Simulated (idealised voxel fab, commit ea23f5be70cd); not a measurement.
process module | voxel plated lines
cross-section cut | 270 nm wide | cells 5 nm
A cross-section is a grid of square cells, given in bands from the top down. A band is one or more rows of cells.
Each band's line starts with the height of the band's top and of its bottom, in nm. Then come its materials from left to right, each with its width in nm. One material with "throughout" fills the band from edge to edge. "air" is empty space.
Height 0 is the level under which the wafer as received is all one material. The lowest band goes on downwards, as in "0 down".
A width such as "30 to 40" changes by the same amount from each row of cells to the next, from the band's top row to its bottom row.
"no change" after a step means that no cell of the cross-section changed.
closed voids: empty space of 8 cells or more with no open way to the top, each as width x height at its distance from the left edge, in nm
after a step's settings: what the simulator itself notes on the step
overlay nm, on a step with a mask: how far to the right of its planned place the mask lay; to the left if negative
plan
1 op RECEIVE | material Si
2 op CONFORMAL_DEP | material SiO2 | thk nm 15
3 op DIRECTIONAL_DEP | material TiN | thk nm 5
4 op PATTERN | tone open | mask id LINES | material resist | width nm 15 | pitch nm 40 | thk nm 25 | overlay nm 0
5 op EPI | material Ru | thk nm 5
6 op EPI | material Ru | thk nm 10
7 op STRIP | etch materials resist
8 op DIRECTIONAL_ETCH | etch materials TiN | depth nm 5
9 op CONFORMAL_DEP | material SiCN | thk nm 5
as received, after step 1
  0 down: Si throughout
  closed voids: none
first wafer at the end, as planned
  40 to 35: air 60 | SiCN 25 | air 15 | SiCN 25 | air 15 | SiCN 25 | air 15 | SiCN 25 | air 65
  35 to 20: air 60 | SiCN 5 | Ru 15 | SiCN 5 | air 15 | SiCN 5 | Ru 15 | SiCN 5 | air 15 | SiCN 5 | Ru 15 | SiCN 5 | air 15 | SiCN 5 | Ru 15 | SiCN 5 | air 65
  20 to 15: SiCN 65 | TiN 15 | SiCN 25 | TiN 15 | SiCN 25 | TiN 15 | SiCN 25 | TiN 15 | SiCN 70
  15 to 0: SiO2 throughout
  0 down: Si throughout
  closed voids: none
second wafer at the end: like start, like plan, one mistake
  55 to 50: air 60 | SiCN 25 | air 15 | SiCN 25 | air 15 | SiCN 25 | air 15 | SiCN 25 | air 65
  50 to 35: air 60 | SiCN 5 | Ru 15 | SiCN 5 | air 15 | SiCN 5 | Ru 15 | SiCN 5 | air 15 | SiCN 5 | Ru 15 | SiCN 5 | air 15 | SiCN 5 | Ru 15 | SiCN 5 | air 65
  35 to 30: SiCN 65 | TiN 15 | SiCN 25 | TiN 15 | SiCN 25 | TiN 15 | SiCN 25 | TiN 15 | SiCN 70
  30 to 0: SiO2 throughout
  0 down: Si throughout
  closed voids: none
what went wrong: step 2 was run twice
at the end the second wafer has, in cells: 162 more of SiO2
